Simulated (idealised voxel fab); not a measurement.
Title: Process Module voxel transistor to metal
For reference, the cross-section in this document is cut, with width 185 nm and square cells of 5 nm.
Think of the cross-section as a grid of square cells. We describe it in bands, top to bottom, and each band covers one or more rows of those cells.
A band entry consists of two parts. The first gives the height of the band's top and the height of its bottom, in nm. The rest lists the band's materials from left to right, each with its width in nm. A single material labelled with the word "all across" fills the band from edge to edge, and the word "air" marks empty space.
Below 0: as-received wafer, all one material; heights counted from there. Lowest band: no bottom, goes on down, written "0..down".
A width such as "30->40" changes by the same amount from each row of cells to the next, from the band's top row to its bottom row.
Reading "remained the same" for a step: not a cell of the cross-section changed in it.
Basically, "Closed internal voids" tells you about the enclosed voids: empty spaces with no open way to the top, 8 cells or bigger, each written width x height at distance, where distance is from the left edge, all in nm.
What comes after the settings on a step's line is commentary from the simulator itself on that step.
overlay nm: where the mask lay relative to plan, measured to the right, on steps with a mask; negatives go left.
Listed below are the process steps as planned:
- 1: RECEIVE | material Si
- 2: CONFORMAL_DEP | material SiO2 | thk nm 5
- 3: CONFORMAL_DEP | material SiN | thk nm 15
- 4: PATTERN | tone cover | mask id ACTIVE | material resist | width nm 105 | thk nm 20 | overlay nm 0
- 5: DIRECTIONAL_ETCH | etch materials SiN | depth nm 15
- 6: DIRECTIONAL_ETCH | etch materials SiO2 | depth nm 5
- 7: DIRECTIONAL_ETCH | etch materials Si | depth nm 30
- 8: STRIP | etch materials resist
- 9: FILL_DEP | material SiO2 | thk nm 5
- 10: CMP | height nm 20
- 11: SELECTIVE_ETCH | etch materials SiO2 | depth nm 5
- 12: STRIP | etch materials SiN
- 13: SELECTIVE_ETCH | etch materials SiO2 | depth nm 5
- 14: OXIDIZE | depth nm 5
- 15: DIRECTIONAL_DEP | material polySi | thk nm 30
- 16: DIRECTIONAL_DEP | material SiCN | thk nm 10
- 17: PATTERN | tone cover | mask id GATE | material resist | width nm 25 | thk nm 20 | overlay nm 0
- 18: DIRECTIONAL_ETCH | etch materials SiCN | depth nm 20
- 19: DIRECTIONAL_ETCH | etch materials polySi | depth nm 40
- 20: STRIP | etch materials resist
- 21: CONFORMAL_DEP | material SiN | thk nm 10
- 22: DIRECTIONAL_ETCH | etch materials SiN | depth nm 10
- 23: DIRECTIONAL_ETCH | etch materials SiO2 | depth nm 5
- 24: DIRECTIONAL_ETCH | etch materials Si | depth nm 10
- 25: EPI | material nSi | thk nm 10
- 26: FILL_DEP | material SiO2 | thk nm 10
- 27: CMP | height nm 40
- 28: DIRECTIONAL_DEP | material SiO2 | thk nm 15
- 29: PATTERN | tone open | mask id CONTACT | material resist | width nm 20 | pitch nm 75 | thk nm 15 | overlay nm 0
- 30: DIRECTIONAL_ETCH | etch materials SiO2 | depth nm 60
- 31: STRIP | etch materials resist
- 32: CONFORMAL_DEP | material TiN | thk nm 5
- 33: FILL_DEP | material Ru | thk nm 5
- 34: CMP | height nm 55
- 35: DIRECTIONAL_DEP | material TiN | thk nm 5
- 36: DIRECTIONAL_DEP | material W | thk nm 20
- 37: MASKED_ETCH | tone cover | mask id METAL_1 | width nm 15 | pitch nm 75 | etch materials W | depth nm 20 | overlay nm 0
- 38: MASKED_ETCH | tone cover | mask id METAL_1 | width nm 20 | pitch nm 75 | etch materials TiN | depth nm 5 | overlay nm 0
- 39: CONFORMAL_DEP | material SiCN | thk nm 5
- 40: FILL_DEP | material SiO2 | thk nm 5
- 41: CMP | height nm 80
- 42: CONFORMAL_DEP | material SiCN | thk nm 5
Heads up: all these wafers start the same, and what changes between them is the width nm in step 37. The value you see in the plan is just what the first wafer got.
Cross-section: the first of several wafers in its as-received state, i.e. following step 1:
* 0..down: Si all across
* Closed internal voids: none
Per-wafer rows below. For each material: cells gained (+) or lost (-) since the wafer was received, as of end of module. Then: closed voids:
width nm 15 | +36 Ru | -137 Si | +94 SiCN | +40 SiN | +450 SiO2 | +56 TiN | +24 W | +36 nSi | +30 polySi | Closed internal voids: none
width nm 20 | +36 Ru | -137 Si | +92 SiCN | +40 SiN | +444 SiO2 | +56 TiN | +32 W | +36 nSi | +30 polySi | Closed internal voids: none
width nm 25 | +36 Ru | -137 Si | +90 SiCN | +40 SiN | +436 SiO2 | +58 TiN | +40 W | +36 nSi | +30 polySi | Closed internal voids: none
width nm 30 | +36 Ru | -137 Si | +88 SiCN | +40 SiN | +428 SiO2 | +60 TiN | +48 W | +36 nSi | +30 polySi | Closed internal voids: none
width nm 35 | +36 Ru | -137 Si | +86 SiCN | +40 SiN | +420 SiO2 | +62 TiN | +56 W | +36 nSi | +30 polySi | Closed internal voids: none
